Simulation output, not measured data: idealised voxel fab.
Proc. module: voxel wiring stack
cross-section cut | 235 nm wide | cells 5 nm
For the purposes of this document, a cross-section shall be understood as a grid of square cells, specified as bands listed in top-to-bottom order, each band consisting of one or more rows of cells.
Within each band entry, the heights of the top and of the bottom of the band appear first, in that order and in nm; the materials of the band then follow from left to right, each with its corresponding width in nm. The designation "full width" on a single material indicates that it fills the band from edge to edge; the designation "blank" indicates empty space.
For the purposes of this specification, 0 denotes the height below which the wafer in its as-received condition is composed wholly of one material, and the lowermost band, lacking a lower limit, extends downward without end, as expressed in "0..down".
A width such as "30->40" changes by the same amount from each row of cells to the next, from the band's top row to its bottom row.
Any step labelled "remained unchanged" changed none of the cells in the cross-section.
Under "Catalogued sealed voids" you'll find the enclosed gaps, the ones with no way out to the top, that are 8 cells or bigger; each reads width x height at distance, with distance counted from the left edge, everything in nm.
It should be noted that, on the line of a given step, the content following the step's settings is a remark produced by the simulator itself with respect to that step.
On any step carrying a mask, the "overlay nm" setting, if present on the step's line, tells how far right of its planned place the mask lay; negative values point to the left.

# So here's the lineup of process steps we planned
step 1: RECEIVE, material Si
step 2: CONFORMAL_DEP, material SiO2, thk nm 15
step 3: CONFORMAL_DEP, material SiCN, thk nm 5
step 4: DIRECTIONAL_DEP, material SiO2, thk nm 20
step 5: PATTERN, tone open, mask id METAL_1, material resist, width nm 20, pitch nm 40, thk nm 20, overlay nm 0
step 6: DIRECTIONAL_ETCH, etch materials SiO2, depth nm 20
step 7: DIRECTIONAL_ETCH, etch materials SiCN, depth nm 5
step 8: STRIP, etch materials resist
step 9: CONFORMAL_DEP, material TiN, thk nm 5
step 10: FILL_DEP, material Ru, thk nm 10
step 11: CMP, height nm 40
step 12: EPI, material Ru, thk nm 5
step 13: FILL_DEP, material SiCN, thk nm 5
step 14: DIRECTIONAL_DEP, material lowk, thk nm 35
step 15: DIRECTIONAL_DEP, material aC, thk nm 10
step 16: PATTERN, tone open, mask id METAL_2, material resist, width nm 20, pitch nm 40, thk nm 25, overlay nm 0
step 17: DIRECTIONAL_ETCH, etch materials aC, depth nm 10
step 18: STRIP, etch materials resist
step 19: DIRECTIONAL_ETCH, etch materials lowk, depth nm 20
step 20: STRIP, etch materials aC
step 21: PATTERN, tone open, mask id METAL_2_HOLES, material resist, width nm 15, pitch nm 80, thk nm 20, overlay nm 0
step 22: DIRECTIONAL_ETCH, etch materials lowk, depth nm 15
step 23: DIRECTIONAL_ETCH, etch materials SiCN, depth nm 5
step 24: STRIP, etch materials resist
step 25: CONFORMAL_DEP, material TiN, thk nm 5
step 26: FILL_DEP, material Cu, thk nm 5
step 27: CMP, height nm 85
step 28: CONFORMAL_DEP, material SiCN, thk nm 5
step 29: DIRECTIONAL_DEP, material lowk, thk nm 10
step 30: MASKED_ETCH, tone open, mask id PLUG_2, width nm 15, pitch nm 40, etch materials lowk, depth nm 10, overlay nm 0
step 31: MASKED_ETCH, tone open, mask id PLUG_2, width nm 15, pitch nm 40, etch materials SiCN, depth nm 5, overlay nm 0
step 32: CONFORMAL_DEP, material TiN, thk nm 5
step 33: FILL_DEP, material Ru, thk nm 10
step 34: CMP, height nm 100
step 35: DIRECTIONAL_DEP, material TiN, thk nm 5
step 36: DIRECTIONAL_DEP, material Ru, thk nm 15
step 37: MASKED_ETCH, tone cover, mask id METAL_3, width nm 20, pitch nm 40, etch materials Ru, depth nm 15, overlay nm 0
step 38: MASKED_ETCH, tone cover, mask id METAL_3, width nm 20, pitch nm 40, etch materials TiN, depth nm 5, overlay nm 0
step 39: FILL_DEP, material SiO2, thk nm 10
step 40: CMP, height nm 120
step 41: CONFORMAL_DEP, material SiCN, thk nm 5
step 42: DIRECTIONAL_DEP, material lowk, thk nm 10
step 43: DIRECTIONAL_DEP, material aC, thk nm 15
step 44: PATTERN, tone open, mask id PLUG_3, material resist, width nm 15, pitch nm 80, thk nm 35, overlay nm 0
step 45: DIRECTIONAL_ETCH, etch materials aC, depth nm 15
step 46: STRIP, etch materials resist
step 47: DIRECTIONAL_ETCH, etch materials lowk, depth nm 10
step 48: DIRECTIONAL_ETCH, etch materials SiCN, depth nm 5
step 49: STRIP, etch materials aC
step 50: CONFORMAL_DEP, material TiN, thk nm 5
step 51: FILL_DEP, material Ru, thk nm 10
step 52: CMP, height nm 135
step 53: CONFORMAL_DEP, material SiCN, thk nm 5
step 54: DIRECTIONAL_DEP, material SiO2, thk nm 15
step 55: PATTERN, tone open, mask id METAL_4, material resist, width nm 20, pitch nm 40, thk nm 15, overlay nm 0
step 56: DIRECTIONAL_ETCH, etch materials SiO2, depth nm 15
step 57: DIRECTIONAL_ETCH, etch materials SiCN, depth nm 5
step 58: STRIP, etch materials resist
step 59: CONFORMAL_DEP, material TiN, thk nm 5
step 60: FILL_DEP, material Cu, thk nm 5
step 61: CMP, height nm 155
step 62: CONFORMAL_DEP, material SiN, thk nm 5

# As-received state of the wafer in cross-section, equivalent to post-step 1
	0..down = Si full width
	Catalogued sealed voids: none

# Here's the cross-section of the first of our two wafers at the end of the module - it ran as planned
	160..155 = SiN full width
	155..140 = 45 nm SiO2 / 5 nm TiN / 10 nm Cu / 5 nm TiN / 20 nm SiO2 / 5 nm TiN / 10 nm Cu / 5 nm TiN / 20 nm SiO2 / 5 nm TiN / 10 nm Cu / 5 nm TiN / 20 nm SiO2 / 5 nm TiN / 10 nm Cu / 5 nm TiN / 50 nm SiO2
	140..135 = 45 nm SiCN / 20 nm TiN / 20 nm SiCN / 20 nm TiN / 20 nm SiCN / 20 nm TiN / 20 nm SiCN / 20 nm TiN / 50 nm SiCN
	135..125 = 45 nm lowk / 5 nm TiN / 5 nm Ru / 5 nm TiN / 65 nm lowk / 5 nm TiN / 5 nm Ru / 5 nm TiN / 95 nm lowk
	125..120 = 45 nm SiCN / 15 nm TiN / 65 nm SiCN / 15 nm TiN / 95 nm SiCN
	120..105 = 45 nm SiO2 / 20 nm Ru / 20 nm SiO2 / 20 nm Ru / 20 nm SiO2 / 20 nm Ru / 20 nm SiO2 / 20 nm Ru / 50 nm SiO2
	105..100 = 45 nm SiO2 / 20 nm TiN / 20 nm SiO2 / 20 nm TiN / 20 nm SiO2 / 20 nm TiN / 20 nm SiO2 / 20 nm TiN / 50 nm SiO2
	100..90 = 45 nm lowk / 5 nm TiN / 5 nm Ru / 5 nm TiN / 25 nm lowk / 5 nm TiN / 5 nm Ru / 5 nm TiN / 25 nm lowk / 5 nm TiN / 5 nm Ru / 5 nm TiN / 25 nm lowk / 5 nm TiN / 5 nm Ru / 5 nm TiN / 55 nm lowk
	90..85 = 45 nm SiCN / 15 nm TiN / 25 nm SiCN / 15 nm TiN / 25 nm SiCN / 15 nm TiN / 25 nm SiCN / 15 nm TiN / 55 nm SiCN
	85..70 = 45 nm lowk / 5 nm TiN / 10 nm Cu / 5 nm TiN / 20 nm lowk / 5 nm TiN / 10 nm Cu / 5 nm TiN / 20 nm lowk / 5 nm TiN / 10 nm Cu / 5 nm TiN / 20 nm lowk / 5 nm TiN / 10 nm Cu / 5 nm TiN / 50 nm lowk
	70..65 = 45 nm lowk / 5 nm TiN / 5 nm Cu / 10 nm TiN / 20 nm lowk / 20 nm TiN / 20 nm lowk / 5 nm TiN / 5 nm Cu / 10 nm TiN / 20 nm lowk / 20 nm TiN / 50 nm lowk
	65..50 = 45 nm lowk / 5 nm TiN / 5 nm Cu / 5 nm TiN / 65 nm lowk / 5 nm TiN / 5 nm Cu / 5 nm TiN / 95 nm lowk
	50..45 = 45 nm SiCN / 15 nm TiN / 65 nm SiCN / 15 nm TiN / 95 nm SiCN
	45..40 = 40 nm SiCN / 30 nm Ru / 10 nm SiCN / 30 nm Ru / 10 nm SiCN / 30 nm Ru / 10 nm SiCN / 30 nm Ru / 45 nm SiCN
	40..20 = 45 nm SiO2 / 5 nm TiN / 10 nm Ru / 5 nm TiN / 20 nm SiO2 / 5 nm TiN / 10 nm Ru / 5 nm TiN / 20 nm SiO2 / 5 nm TiN / 10 nm Ru / 5 nm TiN / 20 nm SiO2 / 5 nm TiN / 10 nm Ru / 5 nm TiN / 50 nm SiO2
	20..15 = 45 nm SiCN / 20 nm TiN / 20 nm SiCN / 20 nm TiN / 20 nm SiCN / 20 nm TiN / 20 nm SiCN / 20 nm TiN / 50 nm SiCN
	15..0 = SiO2 full width
	0..down = Si full width
	Catalogued sealed voids: none

# second wafer at the end: like start, like plan, one mistake
	160..155 = SiN full width
	155..140 = 45 nm SiO2 / 5 nm TiN / 10 nm Cu / 5 nm TiN / 20 nm SiO2 / 5 nm TiN / 10 nm Cu / 5 nm TiN / 20 nm SiO2 / 5 nm TiN / 10 nm Cu / 5 nm TiN / 20 nm SiO2 / 5 nm TiN / 10 nm Cu / 5 nm TiN / 50 nm SiO2
	140..135 = 45 nm SiCN / 20 nm TiN / 20 nm SiCN / 20 nm TiN / 20 nm SiCN / 20 nm TiN / 20 nm SiCN / 20 nm TiN / 50 nm SiCN
	135..125 = 40 nm Ru / 5 nm TiN / 15 nm lowk / 5 nm TiN / 55 nm Ru / 5 nm TiN / 15 nm lowk / 5 nm TiN / 90 nm Ru
	125..120 = 45 nm TiN / 15 nm SiCN / 65 nm TiN / 15 nm SiCN / 95 nm TiN
	120..105 = 45 nm SiO2 / 20 nm Ru / 20 nm SiO2 / 20 nm Ru / 20 nm SiO2 / 20 nm Ru / 20 nm SiO2 / 20 nm Ru / 50 nm SiO2
	105..100 = 45 nm SiO2 / 20 nm TiN / 20 nm SiO2 / 20 nm TiN / 20 nm SiO2 / 20 nm TiN / 20 nm SiO2 / 20 nm TiN / 50 nm SiO2
	100..90 = 45 nm lowk / 5 nm TiN / 5 nm Ru / 5 nm TiN / 25 nm lowk / 5 nm TiN / 5 nm Ru / 5 nm TiN / 25 nm lowk / 5 nm TiN / 5 nm Ru / 5 nm TiN / 25 nm lowk / 5 nm TiN / 5 nm Ru / 5 nm TiN / 55 nm lowk
	90..85 = 45 nm SiCN / 15 nm TiN / 25 nm SiCN / 15 nm TiN / 25 nm SiCN / 15 nm TiN / 25 nm SiCN / 15 nm TiN / 55 nm SiCN
	85..70 = 45 nm lowk / 5 nm TiN / 10 nm Cu / 5 nm TiN / 20 nm lowk / 5 nm TiN / 10 nm Cu / 5 nm TiN / 20 nm lowk / 5 nm TiN / 10 nm Cu / 5 nm TiN / 20 nm lowk / 5 nm TiN / 10 nm Cu / 5 nm TiN / 50 nm lowk
	70..65 = 45 nm lowk / 5 nm TiN / 5 nm Cu / 10 nm TiN / 20 nm lowk / 20 nm TiN / 20 nm lowk / 5 nm TiN / 5 nm Cu / 10 nm TiN / 20 nm lowk / 20 nm TiN / 50 nm lowk
	65..50 = 45 nm lowk / 5 nm TiN / 5 nm Cu / 5 nm TiN / 65 nm lowk / 5 nm TiN / 5 nm Cu / 5 nm TiN / 95 nm lowk
	50..45 = 45 nm SiCN / 15 nm TiN / 65 nm SiCN / 15 nm TiN / 95 nm SiCN
	45..40 = 40 nm SiCN / 30 nm Ru / 10 nm SiCN / 30 nm Ru / 10 nm SiCN / 30 nm Ru / 10 nm SiCN / 30 nm Ru / 45 nm SiCN
	40..20 = 45 nm SiO2 / 5 nm TiN / 10 nm Ru / 5 nm TiN / 20 nm SiO2 / 5 nm TiN / 10 nm Ru / 5 nm TiN / 20 nm SiO2 / 5 nm TiN / 10 nm Ru / 5 nm TiN / 20 nm SiO2 / 5 nm TiN / 10 nm Ru / 5 nm TiN / 50 nm SiO2
	20..15 = 45 nm SiCN / 20 nm TiN / 20 nm SiCN / 20 nm TiN / 20 nm SiCN / 20 nm TiN / 20 nm SiCN / 20 nm TiN / 50 nm SiCN
	15..0 = SiO2 full width
	0..down = Si full width
	Catalogued sealed voids: none
What broke from the plan during processing? note that step 44 departed from the planned setting and was carried out as PATTERN, tone cover, mask id PLUG_3, material resist, width nm 15, pitch nm 80, thk nm 35, overlay nm 0
The second wafer ends with more or fewer cells of some materials than the first, per final count: +70 Ru; -35 SiCN; +35 TiN; -70 lowk
